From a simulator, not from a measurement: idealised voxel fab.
process module | voxel capacitor over wiring
cross-section cut | 220 nm wide | cells 5 nm
A cross-section is a grid of square cells, given in bands from the top down. A band is one or more rows of cells.
Each band's line starts with the height of the band's top and of its bottom, in nm. Then come its materials from left to right, each with its width in nm. One material with "throughout" fills the band from edge to edge. "air" is empty space.
Height 0 is the level under which the wafer as received is all one material. The lowest band goes on downwards, as in "0 down".
A width such as "30 to 40" changes by the same amount from each row of cells to the next, from the band's top row to its bottom row.
"no change" after a step means that no cell of the cross-section changed.
closed voids: empty space of 8 cells or more with no open way to the top, each as width x height at its distance from the left edge, in nm
after a step's settings: what the simulator itself notes on the step
overlay nm, on a step with a mask: how far to the right of its planned place the mask lay; to the left if negative
plan
1 op RECEIVE | material Si
2 op CONFORMAL_DEP | material SiO2 | thk nm 10
3 op CONFORMAL_DEP | material SiCN | thk nm 5
4 op DIRECTIONAL_DEP | material lowk | thk nm 20
5 op DIRECTIONAL_DEP | material aC | thk nm 15
6 op PATTERN | tone open | mask id METAL_1 | material resist | width nm 30 | pitch nm 90 | thk nm 30 | overlay nm 0
7 op DIRECTIONAL_ETCH | etch materials aC | depth nm 15
8 op STRIP | etch materials resist
9 op DIRECTIONAL_ETCH | etch materials lowk | depth nm 20
10 op DIRECTIONAL_ETCH | etch materials SiCN | depth nm 5
11 op STRIP | etch materials aC
12 op CONFORMAL_DEP | material TiN | thk nm 5
13 op FILL_DEP | material Cu | thk nm 10
14 op CMP | height nm 35
15 op CONFORMAL_DEP | material SiCN | thk nm 5
16 op DIRECTIONAL_DEP | material lowk | thk nm 10
17 op PATTERN | tone open | mask id PLUG_1 | material resist | width nm 15 | thk nm 15 | overlay nm 0
18 op DIRECTIONAL_ETCH | etch materials lowk | depth nm 10
19 op DIRECTIONAL_ETCH | etch materials SiCN | depth nm 5
20 op STRIP | etch materials resist
21 op CONFORMAL_DEP | material TiN | thk nm 5
22 op FILL_DEP | material Ru | thk nm 5
23 op CMP | height nm 50
24 op DIRECTIONAL_DEP | material TiN | thk nm 10
25 op DIRECTIONAL_DEP | material SiN | thk nm 5
26 op DIRECTIONAL_DEP | material TiN | thk nm 10
27 op DIRECTIONAL_DEP | material aC | thk nm 15
28 op PATTERN | tone cover | mask id UPPER_PLATE | material resist | width nm 65 | thk nm 35 | overlay nm 0
29 op DIRECTIONAL_ETCH | etch materials aC | depth nm 15
30 op STRIP | etch materials resist
31 op DIRECTIONAL_ETCH | etch materials TiN | depth nm 10
32 op DIRECTIONAL_ETCH | etch materials SiN | depth nm 5
33 op STRIP | etch materials aC
34 op PATTERN | tone cover | mask id LOWER_PLATE | material resist | width nm 75 | thk nm 20 | overlay nm 0
35 op DIRECTIONAL_ETCH | etch materials TiN | depth nm 10
36 op STRIP | etch materials resist
37 op FILL_DEP | material SiO2 | thk nm 15
38 op CMP | height nm 85
39 op DIRECTIONAL_DEP | material aC | thk nm 15
40 op PATTERN | tone open | mask id PLUG_2 | material resist | width nm 15 | thk nm 30 | overlay nm 0
41 op DIRECTIONAL_ETCH | etch materials aC | depth nm 15
42 op STRIP | etch materials resist
43 op DIRECTIONAL_ETCH | etch materials SiO2 | depth nm 10
44 op STRIP | etch materials aC
45 op CONFORMAL_DEP | material TiN | thk nm 5
46 op FILL_DEP | material Ru | thk nm 10
47 op CMP | height nm 85
48 op CONFORMAL_DEP | material SiN | thk nm 5
as received, after step 1
  0 down: Si throughout
  closed voids: none
a wafer at the end: this start, this plan, one mistake
  90 to 85: SiN throughout
  85 to 80: SiO2 75 | TiN 5 | Ru 5 | TiN 5 | SiO2 130
  80 to 75: SiO2 75 | TiN 15 | SiO2 130
  75 to 65: SiO2 65 | TiN 65 | SiO2 90
  65 to 60: SiO2 65 | SiN 65 | SiO2 90
  60 to 50: SiO2 60 | TiN 80 | SiO2 80
  50 to 40: lowk 65 | TiN 5 | Ru 5 | TiN 5 | lowk 140
  40 to 35: SiCN 65 | TiN 15 | SiCN 140
  35 to 15: lowk 50 | TiN 5 | Cu 20 | TiN 5 | lowk 60 | TiN 5 | Cu 20 | TiN 5 | lowk 50
  15 to 10: SiCN 50 | TiN 30 | SiCN 60 | TiN 30 | SiCN 50
  10 to 0: SiO2 throughout
  0 down: Si throughout
  closed voids: none
what went wrong: step 34 ran as: op PATTERN | tone cover | mask id LOWER_PLATE | material resist | width nm 80 | thk nm 20 | overlay nm 0
